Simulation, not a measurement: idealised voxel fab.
A process module follows: voxel ribs on slabs.
FYI the section here is cut, 240 nm wide, cells are 5 nm squares.
The cross-sections in this document take the form of a grid made of square cells. They are written out as bands, in order from top to bottom. Each band consists of one or more rows of cells. Read a band's entry like this: the first values are the height of its top and the height of its bottom in nm, and what follows is the sequence of materials from left to right, each with its width in nm. Note that "blank" is empty space, and that a single material marked "full width" reaches across the band from edge to edge. Heads up on the height convention: 0 is the point under which the incoming wafer is all one material, and the lowest band has no bottom, it just keeps going down, like "top 0, no bottom". The expression "30->40" gives the width at the extremes of the band, the first number at its top row of cells and the second at its bottom row, with the width changing by equal amounts from each row to the next in between. Where the words "remained unchanged" appear for a step, the cross-section shows no cell changed by that step; every cell remained as before. Closed empty spaces (no open way to the top) of 8 cells or more are what "Sealed void list" lists, each as width x height at distance from the left edge, nm for all three. Where a step's line continues beyond its settings, the continuation is a remark by the simulator itself on that step. On any step carrying a mask, the "overlay nm" setting, if present on the step's line, tells how far right of its planned place the mask lay; negative values point to the left.
The steps planned for the process are as follows:
| 1 | RECEIVE: material Si |
| 2 | DIRECTIONAL_DEP: material SiO2, thk nm 25 |
| 3 | DIRECTIONAL_DEP: material polySi, thk nm 20 |
| 4 | PATTERN: tone cover, mask id RIB, material resist, width nm 30, thk nm 20, overlay nm 0 |
| 5 | DIRECTIONAL_ETCH: etch materials polySi, depth nm 5 |
| 6 | STRIP: etch materials resist |
| 7 | DIRECTIONAL_DEP: material aC, thk nm 15 |
| 8 | PATTERN: tone cover, mask id SLAB, material resist, width nm 60, thk nm 35, overlay nm 0 |
| 9 | DIRECTIONAL_ETCH: etch materials aC, depth nm 15 |
| 10 | STRIP: etch materials resist |
| 11 | DIRECTIONAL_ETCH: etch materials polySi, depth nm 15 |
| 12 | STRIP: etch materials aC |
| 13 | FILL_DEP: material SiO2, thk nm 30 |
| 14 | CMP: height nm 65 |
| 15 | DIRECTIONAL_DEP: material TiN, thk nm 5 |
| 16 | MASKED_ETCH: tone cover, mask id HEATER, width nm 40, etch materials TiN, depth nm 5, overlay nm 0 |
| 17 | CONFORMAL_DEP: material SiN, thk nm 5 |
as received, after step 1:
> top 0, no bottom = Si full width
> Sealed void list: none
Wafer at module end, in section. Began as above, planned as above, run with one mistake:
> top 75, bottom 70 = 95 of blank, then 50 of SiN, then 95 of blank
> top 70, bottom 65 = 100 of SiN, then 40 of TiN, then 100 of SiN
> top 65, bottom 60 = 105 of SiO2, then 30 of polySi, then 105 of SiO2
> top 60, bottom 45 = 90 of SiO2, then 60 of polySi, then 90 of SiO2
> top 45, bottom 25 = polySi full width
> top 25, bottom 0 = SiO2 full width
> top 0, no bottom = Si full width
> Sealed void list: none
Misprocessing identified: it should be noted that step 3 of the plan was executed twice
